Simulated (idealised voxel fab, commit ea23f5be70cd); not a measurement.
voxel spacer lines: a process module
Each square cell in cross-section cut measures 5 nm, and the section as a whole is 230 nm wide.
In this document a cross-section is written as a grid of square cells. It is given as a series of bands, listed from the top down, and a band is one or more rows of cells. First you get the band's top height and its bottom height, in nm, and then the materials it's made of, left to right, with each width in nm. If you see a single material with "edge to edge", that one covers the band edge to edge. "blank" is empty space. A quick word on heights: they are counted from 0, and under that level the wafer as it came to us is one material throughout. The lowest band is different from the rest in having no bottom; it simply continues downward, written as in "top 0, no bottom". It should be noted that a width expressed as "30 to 40" varies in equal increments from row to row of cells within the band, taking the value of the first number at the top row and that of the second number at the bottom row. You'll sometimes find "same as before" written for a step, and that's the way of saying that nowhere in the cross-section did a cell change during that step. You'll see "Trapped void list" listing empty spaces that have no way open to the top, as long as they're 8 cells or more; the notation is width x height at distance, where the distance is from the left edge, and all of it is in nm. Step line, after settings: the simulator's comment on this step. Regarding "overlay nm": on a step with a mask, it is the distance the mask lay to the right of its planned place; a negative value places it to the left. Note on reading: below, each pair holds a cross-section from before one process step and one from after it; the one from after shows only down to the lowest band that changed. Beneath the pair, the step in between is stated along with its settings. The pairs can stem from different runs of this module on the same starting wafer. Where a pair's entry headed "Prior to step" says so, and only there, that pair continues from the pair above it.

Prior to step
	top 0, no bottom  Si edge to edge
	Trapped void list: none

Sectional View, Post-Process
	top 5, bottom 0  Al2O3 edge to edge
	For the remainder of the cross-section, below 0, there is no change.
	Trapped void list: none
Connecting step for the cross-sections above: CONFORMAL_DEP: material Al2O3, thk nm 5

Prior to step: starting point is the after cross-section of the pair just above.

Sectional View, Post-Process
	top 25, bottom 5  SiN edge to edge
	For the remainder of the cross-section, below 5, there is no change.
	Trapped void list: none
Connecting step for the cross-sections above: DIRECTIONAL_DEP: material SiN, thk nm 20

Prior to step: starting point is the after cross-section of the pair just above.

Sectional View, Post-Process
	top 45, bottom 25  aC edge to edge
	For the remainder of the cross-section, below 25, there is no change.
	Trapped void list: none
Connecting step for the cross-sections above: DIRECTIONAL_DEP: material aC, thk nm 20

Prior to step: starting point is the after cross-section of the pair just above.

Sectional View, Post-Process
	top 70, bottom 45  blank 55 | resist 15 | blank 35 | resist 15 | blank 35 | resist 15 | blank 60
	For the remainder of the cross-section, below 45, there is no change.
	Trapped void list: none
Connecting step for the cross-sections above: PATTERN: tone cover, mask id MANDREL, material resist, width nm 15, pitch nm 50, thk nm 25, overlay nm 0

Prior to step: starting point is the after cross-section of the pair just above.

Sectional View, Post-Process
	top 50, bottom 45  blank 55 | resist 15 | blank 35 | resist 15 | blank 35 | resist 15 | blank 60
	top 45, bottom 25  blank 55 | aC 15 | blank 35 | aC 15 | blank 35 | aC 15 | blank 60
	For the remainder of the cross-section, below 25, there is no change.
	Trapped void list: none
Connecting step for the cross-sections above: DIRECTIONAL_ETCH: etch materials aC, depth nm 20

Prior to step: starting point is the after cross-section of the pair just above.

Sectional View, Post-Process
	top 45, bottom 25  blank 55 | aC 15 | blank 35 | aC 15 | blank 35 | aC 15 | blank 60
	For the remainder of the cross-section, below 25, there is no change.
	Trapped void list: none
Connecting step for the cross-sections above: STRIP: etch materials resist

Prior to step: starting point is the after cross-section of the pair just above.

Sectional View, Post-Process
	top 55, bottom 45  blank 45 | SiO2 35 | blank 15 | SiO2 35 | blank 15 | SiO2 35 | blank 50
	top 45, bottom 35  blank 45 | SiO2 10 | aC 15 | SiO2 10 | blank 15 | SiO2 10 | aC 15 | SiO2 10 | blank 15 | SiO2 10 | aC 15 | SiO2 10 | blank 50
	top 35, bottom 25  SiO2 55 | aC 15 | SiO2 35 | aC 15 | SiO2 35 | aC 15 | SiO2 60
	For the remainder of the cross-section, below 25, there is no change.
	Trapped void list: none
Connecting step for the cross-sections above: CONFORMAL_DEP: material SiO2, thk nm 10

Prior to step: starting point is the after cross-section of the pair just above.

Sectional View, Post-Process
	top 45, bottom 25  blank 45 | SiO2 10 | aC 15 | SiO2 10 | blank 15 | SiO2 10 | aC 15 | SiO2 10 | blank 15 | SiO2 10 | aC 15 | SiO2 10 | blank 50
	For the remainder of the cross-section, below 25, there is no change.
	Trapped void list: none
Connecting step for the cross-sections above: DIRECTIONAL_ETCH: etch materials SiO2, depth nm 10

Prior to step: starting point is the after cross-section of the pair just above.

Sectional View, Post-Process
	top 45, bottom 25  blank 45 | SiO2 10 | blank 15 | SiO2 10 | blank 15 | SiO2 10 | blank 15 | SiO2 10 | blank 15 | SiO2 10 | blank 15 | SiO2 10 | blank 50
	For the remainder of the cross-section, below 25, there is no change.
	Trapped void list: none
Connecting step for the cross-sections above: STRIP: etch materials aC

Prior to step: starting point is the after cross-section of the pair just above.

Sectional View, Post-Process
	top 45, bottom 25  blank 45 | SiO2 10 | blank 15 | SiO2 10 | blank 15 | SiO2 10 | blank 15 | SiO2 10 | blank 15 | SiO2 10 | blank 15 | SiO2 10 | blank 50
	top 25, bottom 5  blank 45 | SiN 10 | blank 15 | SiN 10 | blank 15 | SiN 10 | blank 15 | SiN 10 | blank 15 | SiN 10 | blank 15 | SiN 10 | blank 50
	For the remainder of the cross-section, below 5, there is no change.
	Trapped void list: none
Connecting step for the cross-sections above: DIRECTIONAL_ETCH: etch materials SiN, depth nm 20

Prior to step: starting point is the after cross-section of the pair just above.

Sectional View, Post-Process
	top 25, bottom 5  blank 45 | SiN 10 | blank 15 | SiN 10 | blank 15 | SiN 10 | blank 15 | SiN 10 | blank 15 | SiN 10 | blank 15 | SiN 10 | blank 50
	For the remainder of the cross-section, below 5, there is no change.
	Trapped void list: none
Connecting step for the cross-sections above: STRIP: etch materials SiO2

Prior to step: starting point is the after cross-section of the pair just above.

Sectional View, Post-Process
	top 35, bottom 25  lowk edge to edge
	top 25, bottom 5  lowk 45 | SiN 10 | lowk 15 | SiN 10 | lowk 15 | SiN 10 | lowk 15 | SiN 10 | lowk 15 | SiN 10 | lowk 15 | SiN 10 | lowk 50
	For the remainder of the cross-section, below 5, there is no change.
	Trapped void list: none
Connecting step for the cross-sections above: FILL_DEP: material lowk, thk nm 10

Prior to step: starting point is the after cross-section of the pair just above.

Sectional View, Post-Process
	top 25, bottom 5  lowk 45 | SiN 10 | lowk 15 | SiN 10 | lowk 15 | SiN 10 | lowk 15 | SiN 10 | lowk 15 | SiN 10 | lowk 15 | SiN 10 | lowk 50
	For the remainder of the cross-section, below 5, there is no change.
	Trapped void list: none
Connecting step for the cross-sections above: CMP: height nm 25

Prior to step
	top 0, no bottom  Si edge to edge
	Trapped void list: none

Sectional View, Post-Process
	top 20, bottom 0  SiN edge to edge
	For the remainder of the cross-section, below 0, there is no change.
	Trapped void list: none
Connecting step for the cross-sections above: DIRECTIONAL_DEP: material SiN, thk nm 20

Prior to step: starting point is the after cross-section of the pair just above.

Sectional View, Post-Process
	top 40, bottom 20  aC edge to edge
	For the remainder of the cross-section, below 20, there is no change.
	Trapped void list: none
Connecting step for the cross-sections above: DIRECTIONAL_DEP: material aC, thk nm 20

Prior to step: starting point is the after cross-section of the pair just above.

Sectional View, Post-Process
	top 65, bottom 40  blank 55 | resist 15 | blank 35 | resist 15 | blank 35 | resist 15 | blank 60
	For the remainder of the cross-section, below 40, there is no change.
	Trapped void list: none
Connecting step for the cross-sections above: PATTERN: tone cover, mask id MANDREL, material resist, width nm 15, pitch nm 50, thk nm 25, overlay nm 0

Prior to step: starting point is the after cross-section of the pair just above.

Sectional View, Post-Process
	top 45, bottom 40  blank 55 | resist 15 | blank 35 | resist 15 | blank 35 | resist 15 | blank 60
	top 40, bottom 20  blank 55 | aC 15 | blank 35 | aC 15 | blank 35 | aC 15 | blank 60
	For the remainder of the cross-section, below 20, there is no change.
	Trapped void list: none
Connecting step for the cross-sections above: DIRECTIONAL_ETCH: etch materials aC, depth nm 20

Prior to step: starting point is the after cross-section of the pair just above.

Sectional View, Post-Process
	top 40, bottom 20  blank 55 | aC 15 | blank 35 | aC 15 | blank 35 | aC 15 | blank 60
	For the remainder of the cross-section, below 20, there is no change.
	Trapped void list: none
Connecting step for the cross-sections above: STRIP: etch materials resist

Prior to step: starting point is the after cross-section of the pair just above.

Sectional View, Post-Process
	top 50, bottom 40  blank 45 | SiO2 35 | blank 15 | SiO2 35 | blank 15 | SiO2 35 | blank 50
	top 40, bottom 30  blank 45 | SiO2 10 | aC 15 | SiO2 10 | blank 15 | SiO2 10 | aC 15 | SiO2 10 | blank 15 | SiO2 10 | aC 15 | SiO2 10 | blank 50
	top 30, bottom 20  SiO2 55 | aC 15 | SiO2 35 | aC 15 | SiO2 35 | aC 15 | SiO2 60
	For the remainder of the cross-section, below 20, there is no change.
	Trapped void list: none
Connecting step for the cross-sections above: CONFORMAL_DEP: material SiO2, thk nm 10

Prior to step: starting point is the after cross-section of the pair just above.

Sectional View, Post-Process
	top 40, bottom 20  blank 45 | SiO2 10 | aC 15 | SiO2 10 | blank 15 | SiO2 10 | aC 15 | SiO2 10 | blank 15 | SiO2 10 | aC 15 | SiO2 10 | blank 50
	For the remainder of the cross-section, below 20, there is no change.
	Trapped void list: none
Connecting step for the cross-sections above: DIRECTIONAL_ETCH: etch materials SiO2, depth nm 10

Prior to step: starting point is the after cross-section of the pair just above.

Sectional View, Post-Process
	top 40, bottom 20  blank 45 | SiO2 10 | blank 15 | SiO2 10 | blank 15 | SiO2 10 | blank 15 | SiO2 10 | blank 15 | SiO2 10 | blank 15 | SiO2 10 | blank 50
	For the remainder of the cross-section, below 20, there is no change.
	Trapped void list: none
Connecting step for the cross-sections above: STRIP: etch materials aC

Prior to step: starting point is the after cross-section of the pair just above.

Sectional View, Post-Process
	top 40, bottom 20  blank 45 | SiO2 10 | blank 15 | SiO2 10 | blank 15 | SiO2 10 | blank 15 | SiO2 10 | blank 15 | SiO2 10 | blank 15 | SiO2 10 | blank 50
	top 20, bottom 0  blank 45 | SiN 10 | blank 15 | SiN 10 | blank 15 | SiN 10 | blank 15 | SiN 10 | blank 15 | SiN 10 | blank 15 | SiN 10 | blank 50
	For the remainder of the cross-section, below 0, there is no change.
	Trapped void list: none
Connecting step for the cross-sections above: DIRECTIONAL_ETCH: etch materials SiN, depth nm 20

Prior to step: starting point is the after cross-section of the pair just above.

Sectional View, Post-Process
	top 20, bottom 0  blank 45 | SiN 10 | blank 15 | SiN 10 | blank 15 | SiN 10 | blank 15 | SiN 10 | blank 15 | SiN 10 | blank 15 | SiN 10 | blank 50
	For the remainder of the cross-section, below 0, there is no change.
	Trapped void list: none
Connecting step for the cross-sections above: STRIP: etch materials SiO2

Prior to step: starting point is the after cross-section of the pair just above.

Sectional View, Post-Process
	top 30, bottom 20  lowk edge to edge
	top 20, bottom 0  lowk 45 | SiN 10 | lowk 15 | SiN 10 | lowk 15 | SiN 10 | lowk 15 | SiN 10 | lowk 15 | SiN 10 | lowk 15 | SiN 10 | lowk 50
	For the remainder of the cross-section, below 0, there is no change.
	Trapped void list: none
Connecting step for the cross-sections above: FILL_DEP: material lowk, thk nm 10

Prior to step: starting point is the after cross-section of the pair just above.

Sectional View, Post-Process
	top 25, bottom 20  lowk edge to edge
	For the remainder of the cross-section, below 20, there is no change.
	Trapped void list: none
Connecting step for the cross-sections above: CMP: height nm 25

Prior to step
	top 20, bottom 0  SiN edge to edge
	top 0, no bottom  Si edge to edge
	Trapped void list: none

Sectional View, Post-Process
	top 25, bottom 20  Al2O3 edge to edge
	For the remainder of the cross-section, below 20, there is no change.
	Trapped void list: none
Connecting step for the cross-sections above: CONFORMAL_DEP: material Al2O3, thk nm 5

Prior to step: starting point is the after cross-section of the pair just above.

Sectional View, Post-Process
	top 45, bottom 25  aC edge to edge
	For the remainder of the cross-section, below 25, there is no change.
	Trapped void list: none
Connecting step for the cross-sections above: DIRECTIONAL_DEP: material aC, thk nm 20

Prior to step: starting point is the after cross-section of the pair just above.

Sectional View, Post-Process
	top 70, bottom 45  blank 55 | resist 15 | blank 35 | resist 15 | blank 35 | resist 15 | blank 60
	For the remainder of the cross-section, below 45, there is no change.
	Trapped void list: none
Connecting step for the cross-sections above: PATTERN: tone cover, mask id MANDREL, material resist, width nm 15, pitch nm 50, thk nm 25, overlay nm 0

Prior to step: starting point is the after cross-section of the pair just above.

Sectional View, Post-Process
	top 50, bottom 45  blank 55 | resist 15 | blank 35 | resist 15 | blank 35 | resist 15 | blank 60
	top 45, bottom 25  blank 55 | aC 15 | blank 35 | aC 15 | blank 35 | aC 15 | blank 60
	For the remainder of the cross-section, below 25, there is no change.
	Trapped void list: none
Connecting step for the cross-sections above: DIRECTIONAL_ETCH: etch materials aC, depth nm 20

Prior to step: starting point is the after cross-section of the pair just above.

Sectional View, Post-Process
	top 45, bottom 25  blank 55 | aC 15 | blank 35 | aC 15 | blank 35 | aC 15 | blank 60
	For the remainder of the cross-section, below 25, there is no change.
	Trapped void list: none
Connecting step for the cross-sections above: STRIP: etch materials resist

Prior to step: starting point is the after cross-section of the pair just above.

Sectional View, Post-Process
	top 55, bottom 45  blank 45 | SiO2 35 | blank 15 | SiO2 35 | blank 15 | SiO2 35 | blank 50
	top 45, bottom 35  blank 45 | SiO2 10 | aC 15 | SiO2 10 | blank 15 | SiO2 10 | aC 15 | SiO2 10 | blank 15 | SiO2 10 | aC 15 | SiO2 10 | blank 50
	top 35, bottom 25  SiO2 55 | aC 15 | SiO2 35 | aC 15 | SiO2 35 | aC 15 | SiO2 60
	For the remainder of the cross-section, below 25, there is no change.
	Trapped void list: none
Connecting step for the cross-sections above: CONFORMAL_DEP: material SiO2, thk nm 10

Prior to step: starting point is the after cross-section of the pair just above.

Sectional View, Post-Process
	top 45, bottom 25  blank 45 | SiO2 10 | aC 15 | SiO2 10 | blank 15 | SiO2 10 | aC 15 | SiO2 10 | blank 15 | SiO2 10 | aC 15 | SiO2 10 | blank 50
	For the remainder of the cross-section, below 25, there is no change.
	Trapped void list: none
Connecting step for the cross-sections above: DIRECTIONAL_ETCH: etch materials SiO2, depth nm 10

Prior to step: starting point is the after cross-section of the pair just above.

Sectional View, Post-Process
	top 45, bottom 25  blank 45 | SiO2 10 | blank 15 | SiO2 10 | blank 15 | SiO2 10 | blank 15 | SiO2 10 | blank 15 | SiO2 10 | blank 15 | SiO2 10 | blank 50
	For the remainder of the cross-section, below 25, there is no change.
	Trapped void list: none
Connecting step for the cross-sections above: STRIP: etch materials aC

Prior to step: starting point is the after cross-section of the pair just above.

Sectional View, Post-Process
	top 25, bottom 20  Al2O3 edge to edge
	For the remainder of the cross-section, below 20, there is no change.
	Trapped void list: none
Connecting step for the cross-sections above: STRIP: etch materials SiO2

Prior to step: starting point is the after cross-section of the pair just above.

Sectional View, Post-Process
	top 35, bottom 25  lowk edge to edge
	For the remainder of the cross-section, below 25, there is no change.
	Trapped void list: none
Connecting step for the cross-sections above: FILL_DEP: material lowk, thk nm 10

Prior to step: starting point is the after cross-section of the pair just above.

Sectional View, Post-Process
	top 25, bottom 20  Al2O3 edge to edge
	For the remainder of the cross-section, below 20, there is no change.
	Trapped void list: none
Connecting step for the cross-sections above: CMP: height nm 25

Prior to step
	top 5, bottom 0  Al2O3 edge to edge
	top 0, no bottom  Si edge to edge
	Trapped void list: none

Sectional View, Post-Process
	top 15, bottom 5  SiN edge to edge
	For the remainder of the cross-section, below 5, there is no change.
	Trapped void list: none
Connecting step for the cross-sections above: DIRECTIONAL_DEP: material SiN, thk nm 10

Prior to step: starting point is the after cross-section of the pair just above.

Sectional View, Post-Process
	top 35, bottom 15  aC edge to edge
	For the remainder of the cross-section, below 15, there is no change.
	Trapped void list: none
Connecting step for the cross-sections above: DIRECTIONAL_DEP: material aC, thk nm 20

Prior to step: starting point is the after cross-section of the pair just above.

Sectional View, Post-Process
	top 60, bottom 35  blank 55 | resist 15 | blank 35 | resist 15 | blank 35 | resist 15 | blank 60
	For the remainder of the cross-section, below 35, there is no change.
	Trapped void list: none
Connecting step for the cross-sections above: PATTERN: tone cover, mask id MANDREL, material resist, width nm 15, pitch nm 50, thk nm 25, overlay nm 0

Prior to step: starting point is the after cross-section of the pair just above.

Sectional View, Post-Process
	top 40, bottom 35  blank 55 | resist 15 | blank 35 | resist 15 | blank 35 | resist 15 | blank 60
	top 35, bottom 15  blank 55 | aC 15 | blank 35 | aC 15 | blank 35 | aC 15 | blank 60
	For the remainder of the cross-section, below 15, there is no change.
	Trapped void list: none
Connecting step for the cross-sections above: DIRECTIONAL_ETCH: etch materials aC, depth nm 20

Prior to step: starting point is the after cross-section of the pair just above.

Sectional View, Post-Process
	top 35, bottom 15  blank 55 | aC 15 | blank 35 | aC 15 | blank 35 | aC 15 | blank 60
	For the remainder of the cross-section, below 15, there is no change.
	Trapped void list: none
Connecting step for the cross-sections above: STRIP: etch materials resist

Prior to step: starting point is the after cross-section of the pair just above.

Sectional View, Post-Process
	top 45, bottom 35  blank 45 | SiO2 35 | blank 15 | SiO2 35 | blank 15 | SiO2 35 | blank 50
	top 35, bottom 25  blank 45 | SiO2 10 | aC 15 | SiO2 10 | blank 15 | SiO2 10 | aC 15 | SiO2 10 | blank 15 | SiO2 10 | aC 15 | SiO2 10 | blank 50
	top 25, bottom 15  SiO2 55 | aC 15 | SiO2 35 | aC 15 | SiO2 35 | aC 15 | SiO2 60
	For the remainder of the cross-section, below 15, there is no change.
	Trapped void list: none
Connecting step for the cross-sections above: CONFORMAL_DEP: material SiO2, thk nm 10

Prior to step: starting point is the after cross-section of the pair just above.

Sectional View, Post-Process
	top 35, bottom 15  blank 45 | SiO2 10 | aC 15 | SiO2 10 | blank 15 | SiO2 10 | aC 15 | SiO2 10 | blank 15 | SiO2 10 | aC 15 | SiO2 10 | blank 50
	For the remainder of the cross-section, below 15, there is no change.
	Trapped void list: none
Connecting step for the cross-sections above: DIRECTIONAL_ETCH: etch materials SiO2, depth nm 10

Prior to step: starting point is the after cross-section of the pair just above.

Sectional View, Post-Process
	top 35, bottom 15  blank 45 | SiO2 10 | blank 15 | SiO2 10 | blank 15 | SiO2 10 | blank 15 | SiO2 10 | blank 15 | SiO2 10 | blank 15 | SiO2 10 | blank 50
	For the remainder of the cross-section, below 15, there is no change.
	Trapped void list: none
Connecting step for the cross-sections above: STRIP: etch materials aC

Prior to step: starting point is the after cross-section of the pair just above.

Sectional View, Post-Process
	top 35, bottom 15  blank 45 | SiO2 10 | blank 15 | SiO2 10 | blank 15 | SiO2 10 | blank 15 | SiO2 10 | blank 15 | SiO2 10 | blank 15 | SiO2 10 | blank 50
	top 15, bottom 5  blank 45 | SiN 10 | blank 15 | SiN 10 | blank 15 | SiN 10 | blank 15 | SiN 10 | blank 15 | SiN 10 | blank 15 | SiN 10 | blank 50
	For the remainder of the cross-section, below 5, there is no change.
	Trapped void list: none
Connecting step for the cross-sections above: DIRECTIONAL_ETCH: etch materials SiN, depth nm 20

Prior to step: starting point is the after cross-section of the pair just above.

Sectional View, Post-Process
	top 15, bottom 5  blank 45 | SiN 10 | blank 15 | SiN 10 | blank 15 | SiN 10 | blank 15 | SiN 10 | blank 15 | SiN 10 | blank 15 | SiN 10 | blank 50
	For the remainder of the cross-section, below 5, there is no change.
	Trapped void list: none
Connecting step for the cross-sections above: STRIP: etch materials SiO2

Prior to step: starting point is the after cross-section of the pair just above.

Sectional View, Post-Process
	top 25, bottom 15  lowk edge to edge
	top 15, bottom 5  lowk 45 | SiN 10 | lowk 15 | SiN 10 | lowk 15 | SiN 10 | lowk 15 | SiN 10 | lowk 15 | SiN 10 | lowk 15 | SiN 10 | lowk 50
	For the remainder of the cross-section, below 5, there is no change.
	Trapped void list: none
Connecting step for the cross-sections above: FILL_DEP: material lowk, thk nm 10

Prior to step
	top 45, bottom 25  aC edge to edge
	top 25, bottom 5  SiN edge to edge
	top 5, bottom 0  Al2O3 edge to edge
	top 0, no bottom  Si edge to edge
	Trapped void list: none

Sectional View, Post-Process
	top 70, bottom 45  blank 50 | resist 25 | blank 25 | resist 25 | blank 25 | resist 25 | blank 55
	For the remainder of the cross-section, below 45, there is no change.
	Trapped void list: none
Connecting step for the cross-sections above: PATTERN: tone cover, mask id MANDREL, material resist, width nm 25, pitch nm 50, thk nm 25, overlay nm 0

Prior to step: starting point is the after cross-section of the pair just above.

Sectional View, Post-Process
	top 50, bottom 45  blank 50 | resist 25 | blank 25 | resist 25 | blank 25 | resist 25 | blank 55
	top 45, bottom 25  blank 50 | aC 25 | blank 25 | aC 25 | blank 25 | aC 25 | blank 55
	For the remainder of the cross-section, below 25, there is no change.
	Trapped void list: none
Connecting step for the cross-sections above: DIRECTIONAL_ETCH: etch materials aC, depth nm 20

Prior to step: starting point is the after cross-section of the pair just above.

Sectional View, Post-Process
	top 45, bottom 25  blank 50 | aC 25 | blank 25 | aC 25 | blank 25 | aC 25 | blank 55
	For the remainder of the cross-section, below 25, there is no change.
	Trapped void list: none
Connecting step for the cross-sections above: STRIP: etch materials resist

Prior to step: starting point is the after cross-section of the pair just above.

Sectional View, Post-Process
	top 55, bottom 45  blank 40 | SiO2 45 | blank 5 | SiO2 45 | blank 5 | SiO2 45 | blank 45
	top 45, bottom 35  blank 40 | SiO2 10 | aC 25 | SiO2 10 | blank 5 | SiO2 10 | aC 25 | SiO2 10 | blank 5 | SiO2 10 | aC 25 | SiO2 10 | blank 45
	top 35, bottom 25  SiO2 50 | aC 25 | SiO2 25 | aC 25 | SiO2 25 | aC 25 | SiO2 55
	For the remainder of the cross-section, below 25, there is no change.
	Trapped void list: none
Connecting step for the cross-sections above: CONFORMAL_DEP: material SiO2, thk nm 10

Prior to step: starting point is the after cross-section of the pair just above.

Sectional View, Post-Process
	top 45, bottom 25  blank 40 | SiO2 10 | aC 25 | SiO2 10 | blank 5 | SiO2 10 | aC 25 | SiO2 10 | blank 5 | SiO2 10 | aC 25 | SiO2 10 | blank 45
	For the remainder of the cross-section, below 25, there is no change.
	Trapped void list: none
Connecting step for the cross-sections above: DIRECTIONAL_ETCH: etch materials SiO2, depth nm 10

Prior to step: starting point is the after cross-section of the pair just above.

Sectional View, Post-Process
	top 45, bottom 25  blank 40 | SiO2 10 | blank 25 | SiO2 10 | blank 5 | SiO2 10 | blank 25 | SiO2 10 | blank 5 | SiO2 10 | blank 25 | SiO2 10 | blank 45
	For the remainder of the cross-section, below 25, there is no change.
	Trapped void list: none
Connecting step for the cross-sections above: STRIP: etch materials aC

Prior to step: starting point is the after cross-section of the pair just above.

Sectional View, Post-Process
	top 45, bottom 25  blank 40 | SiO2 10 | blank 25 | SiO2 10 | blank 5 | SiO2 10 | blank 25 | SiO2 10 | blank 5 | SiO2 10 | blank 25 | SiO2 10 | blank 45
	top 25, bottom 5  blank 40 | SiN 10 | blank 25 | SiN 10 | blank 5 | SiN 10 | blank 25 | SiN 10 | blank 5 | SiN 10 | blank 25 | SiN 10 | blank 45
	For the remainder of the cross-section, below 5, there is no change.
	Trapped void list: none
Connecting step for the cross-sections above: DIRECTIONAL_ETCH: etch materials SiN, depth nm 20

Prior to step: starting point is the after cross-section of the pair just above.

Sectional View, Post-Process
	top 25, bottom 5  blank 40 | SiN 10 | blank 25 | SiN 10 | blank 5 | SiN 10 | blank 25 | SiN 10 | blank 5 | SiN 10 | blank 25 | SiN 10 | blank 45
	For the remainder of the cross-section, below 5, there is no change.
	Trapped void list: none
Connecting step for the cross-sections above: STRIP: etch materials SiO2

Prior to step: starting point is the after cross-section of the pair just above.

Sectional View, Post-Process
	top 35, bottom 25  lowk edge to edge
	top 25, bottom 5  lowk 40 | SiN 10 | lowk 25 | SiN 10 | lowk 5 | SiN 10 | lowk 25 | SiN 10 | lowk 5 | SiN 10 | lowk 25 | SiN 10 | lowk 45
	For the remainder of the cross-section, below 5, there is no change.
	Trapped void list: none
Connecting step for the cross-sections above: FILL_DEP: material lowk, thk nm 10

Prior to step: starting point is the after cross-section of the pair just above.

Sectional View, Post-Process
	top 25, bottom 5  lowk 40 | SiN 10 | lowk 25 | SiN 10 | lowk 5 | SiN 10 | lowk 25 | SiN 10 | lowk 5 | SiN 10 | lowk 25 | SiN 10 | lowk 45
	For the remainder of the cross-section, below 5, there is no change.
	Trapped void list: none
Connecting step for the cross-sections above: CMP: height nm 25

Prior to step
	top 45, bottom 25  aC edge to edge
	top 25, bottom 5  SiN edge to edge
	top 5, bottom 0  Al2O3 edge to edge
	top 0, no bottom  Si edge to edge
	Trapped void list: none

Sectional View, Post-Process
	top 70, bottom 45  blank 50 | resist 15 | blank 35 | resist 15 | blank 35 | resist 15 | blank 65
	For the remainder of the cross-section, below 45, there is no change.
	Trapped void list: none
Connecting step for the cross-sections above: PATTERN: tone cover, mask id MANDREL, material resist, width nm 15, pitch nm 50, thk nm 25, overlay nm -5

Prior to step: starting point is the after cross-section of the pair just above.

Sectional View, Post-Process
	top 50, bottom 45  blank 50 | resist 15 | blank 35 | resist 15 | blank 35 | resist 15 | blank 65
	top 45, bottom 25  blank 50 | aC 15 | blank 35 | aC 15 | blank 35 | aC 15 | blank 65
	For the remainder of the cross-section, below 25, there is no change.
	Trapped void list: none
Connecting step for the cross-sections above: DIRECTIONAL_ETCH: etch materials aC, depth nm 20

Prior to step: starting point is the after cross-section of the pair just above.

Sectional View, Post-Process
	top 45, bottom 25  blank 50 | aC 15 | blank 35 | aC 15 | blank 35 | aC 15 | blank 65
	For the remainder of the cross-section, below 25, there is no change.
	Trapped void list: none
Connecting step for the cross-sections above: STRIP: etch materials resist

Prior to step: starting point is the after cross-section of the pair just above.

Sectional View, Post-Process
	top 55, bottom 45  blank 40 | SiO2 35 | blank 15 | SiO2 35 | blank 15 | SiO2 35 | blank 55
	top 45, bottom 35  blank 40 | SiO2 10 | aC 15 | SiO2 10 | blank 15 | SiO2 10 | aC 15 | SiO2 10 | blank 15 | SiO2 10 | aC 15 | SiO2 10 | blank 55
	top 35, bottom 25  SiO2 50 | aC 15 | SiO2 35 | aC 15 | SiO2 35 | aC 15 | SiO2 65
	For the remainder of the cross-section, below 25, there is no change.
	Trapped void list: none
Connecting step for the cross-sections above: CONFORMAL_DEP: material SiO2, thk nm 10

Prior to step: starting point is the after cross-section of the pair just above.

Sectional View, Post-Process
	top 45, bottom 25  blank 40 | SiO2 10 | aC 15 | SiO2 10 | blank 15 | SiO2 10 | aC 15 | SiO2 10 | blank 15 | SiO2 10 | aC 15 | SiO2 10 | blank 55
	For the remainder of the cross-section, below 25, there is no change.
	Trapped void list: none
Connecting step for the cross-sections above: DIRECTIONAL_ETCH: etch materials SiO2, depth nm 10

Prior to step: starting point is the after cross-section of the pair just above.

Sectional View, Post-Process
	top 45, bottom 25  blank 40 | SiO2 10 | blank 15 | SiO2 10 | blank 15 | SiO2 10 | blank 15 | SiO2 10 | blank 15 | SiO2 10 | blank 15 | SiO2 10 | blank 55
	For the remainder of the cross-section, below 25, there is no change.
	Trapped void list: none
Connecting step for the cross-sections above: STRIP: etch materials aC

Prior to step: starting point is the after cross-section of the pair just above.

Sectional View, Post-Process
	top 45, bottom 25  blank 40 | SiO2 10 | blank 15 | SiO2 10 | blank 15 | SiO2 10 | blank 15 | SiO2 10 | blank 15 | SiO2 10 | blank 15 | SiO2 10 | blank 55
	top 25, bottom 5  blank 40 | SiN 10 | blank 15 | SiN 10 | blank 15 | SiN 10 | blank 15 | SiN 10 | blank 15 | SiN 10 | blank 15 | SiN 10 | blank 55
	For the remainder of the cross-section, below 5, there is no change.
	Trapped void list: none
Connecting step for the cross-sections above: DIRECTIONAL_ETCH: etch materials SiN, depth nm 20

Prior to step: starting point is the after cross-section of the pair just above.

Sectional View, Post-Process
	top 25, bottom 5  blank 40 | SiN 10 | blank 15 | SiN 10 | blank 15 | SiN 10 | blank 15 | SiN 10 | blank 15 | SiN 10 | blank 15 | SiN 10 | blank 55
	For the remainder of the cross-section, below 5, there is no change.
	Trapped void list: none
Connecting step for the cross-sections above: STRIP: etch materials SiO2

Prior to step: starting point is the after cross-section of the pair just above.

Sectional View, Post-Process
	top 35, bottom 25  lowk edge to edge
	top 25, bottom 5  lowk 40 | SiN 10 | lowk 15 | SiN 10 | lowk 15 | SiN 10 | lowk 15 | SiN 10 | lowk 15 | SiN 10 | lowk 15 | SiN 10 | lowk 55
	For the remainder of the cross-section, below 5, there is no change.
	Trapped void list: none
Connecting step for the cross-sections above: FILL_DEP: material lowk, thk nm 10

Prior to step: starting point is the after cross-section of the pair just above.

Sectional View, Post-Process
	top 25, bottom 5  lowk 40 | SiN 10 | lowk 15 | SiN 10 | lowk 15 | SiN 10 | lowk 15 | SiN 10 | lowk 15 | SiN 10 | lowk 15 | SiN 10 | lowk 55
	For the remainder of the cross-section, below 5, there is no change.
	Trapped void list: none
Connecting step for the cross-sections above: CMP: height nm 25

Prior to step
	top 0, no bottom  Si edge to edge
	Trapped void list: none

Sectional View, Post-Process
	top 5, bottom 0  aC edge to edge
	For the remainder of the cross-section, below 0, there is no change.
	Trapped void list: none
Connecting step for the cross-sections above: CONFORMAL_DEP: material aC, thk nm 5

Prior to step: starting point is the after cross-section of the pair just above.

Sectional View, Post-Process
	top 25, bottom 5  SiN edge to edge
	For the remainder of the cross-section, below 5, there is no change.
	Trapped void list: none
Connecting step for the cross-sections above: DIRECTIONAL_DEP: material SiN, thk nm 20

Prior to step: starting point is the after cross-section of the pair just above.

Sectional View, Post-Process
	top 45, bottom 25  aC edge to edge
	For the remainder of the cross-section, below 25, there is no change.
	Trapped void list: none
Connecting step for the cross-sections above: DIRECTIONAL_DEP: material aC, thk nm 20

Prior to step: starting point is the after cross-section of the pair just above.

Sectional View, Post-Process
	top 70, bottom 45  blank 55 | resist 15 | blank 35 | resist 15 | blank 35 | resist 15 | blank 60
	For the remainder of the cross-section, below 45, there is no change.
	Trapped void list: none
Connecting step for the cross-sections above: PATTERN: tone cover, mask id MANDREL, material resist, width nm 15, pitch nm 50, thk nm 25, overlay nm 0

Prior to step: starting point is the after cross-section of the pair just above.

Sectional View, Post-Process
	top 50, bottom 45  blank 55 | resist 15 | blank 35 | resist 15 | blank 35 | resist 15 | blank 60
	top 45, bottom 25  blank 55 | aC 15 | blank 35 | aC 15 | blank 35 | aC 15 | blank 60
	For the remainder of the cross-section, below 25, there is no change.
	Trapped void list: none
Connecting step for the cross-sections above: DIRECTIONAL_ETCH: etch materials aC, depth nm 20
